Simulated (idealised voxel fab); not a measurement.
Process module in this document: voxel self aligned vias
Square cell edge 5 nm, section width 205 nm, ID cut.
If you're reading a cross-section in this doc, picture square cells in a grid; it comes to you as bands, top ones listed first down to the bottom, and a band can be one or more rows of cells. The band entry comprises the height of the band's top followed by the height of its bottom, expressed in nm, and subsequently the band's materials from left to right, each stated together with its width in nm. Where a single material is marked with the word "full width", that material fills the band from edge to edge. The word "blank" represents empty space. Below 0: as-received wafer, all one material; heights counted from there. Lowest band: no bottom, goes on down, written "z 0 and below". The two numbers in a width such as "30..40" mark its ends across the band: the first belongs to the top row of cells, the second to the bottom row, and from each row to the next the width moves by the same amount. "nothing changed" -> step changed no cross-section cell. Look at "Cavities, sealed" for the closed voids: empty spaces with no open path to the top, sized 8 cells or up. Each is width x height at distance, distance from the left edge, all nm. Anything after a step's settings on that line? It's the simulator's own note about the step. overlay nm, on a step with a mask: how far to the right of its planned place the mask lay; to the left if negative.

## List of planned process steps
1,RECEIVE,material Si
2,CONFORMAL_DEP,material SiO2,thk nm 10
3,CONFORMAL_DEP,material SiCN,thk nm 5
4,DIRECTIONAL_DEP,material lowk,thk nm 30
5,PATTERN,tone open,mask id LINES,material resist,width nm 20,pitch nm 55,thk nm 15,overlay nm 0
6,DIRECTIONAL_ETCH,etch materials lowk,depth nm 30
7,STRIP,etch materials resist
8,CONFORMAL_DEP,material TiN,thk nm 5
9,FILL_DEP,material W,thk nm 5
10,CMP,height nm 45
11,SELECTIVE_ETCH,etch materials W Ru TiN,depth nm 10
12,FILL_DEP,material SiN,thk nm 10
13,CMP,height nm 45
14,DIRECTIONAL_DEP,material lowk,thk nm 20
15,DIRECTIONAL_DEP,material aC,thk nm 10
16,PATTERN,tone open,mask id VIAS,material resist,width nm 30,pitch nm 55,thk nm 30,overlay nm 0
17,DIRECTIONAL_ETCH,etch materials aC,depth nm 10
18,STRIP,etch materials resist
19,DIRECTIONAL_ETCH,etch materials lowk,depth nm 20
20,DIRECTIONAL_ETCH,etch materials SiN,depth nm 10
21,STRIP,etch materials aC
22,CONFORMAL_DEP,material TiN,thk nm 5
23,FILL_DEP,material Ru,thk nm 5
24,CMP,height nm 65
25,CONFORMAL_DEP,material SiCN,thk nm 5

## as received, after step 1
* z 0 and below: Si full width
* Cavities, sealed: none

## Same starting wafer, same plan as above, one mistake in the execution; this is the cross-section at the end of the module
* z 70 to 65: SiCN full width
* z 65 to 45: lowk 30; TiN 5; Ru 20; TiN 5; lowk 25; TiN 5; Ru 20; TiN 5; lowk 25; TiN 5; Ru 20; TiN 5; lowk 35
* z 45 to 40: SiN 30; TiN 10; Ru 10; TiN 10; SiN 25; TiN 10; Ru 10; TiN 10; SiN 25; TiN 10; Ru 10; TiN 10; SiN 35
* z 40 to 35: lowk 35; TiN 20; lowk 35; TiN 20; lowk 35; TiN 20; lowk 40
* z 35 to 15: lowk 35; TiN 5; W 10; TiN 5; lowk 35; TiN 5; W 10; TiN 5; lowk 35; TiN 5; W 10; TiN 5; lowk 40
* z 15 to 10: lowk 35; TiN 20; lowk 35; TiN 20; lowk 35; TiN 20; lowk 40
* z 10 to 0: SiO2 full width
* z 0 and below: Si full width
* Cavities, sealed: none
The plan and the run diverged here: the plan's step 3 went unexecuted, having been skipped
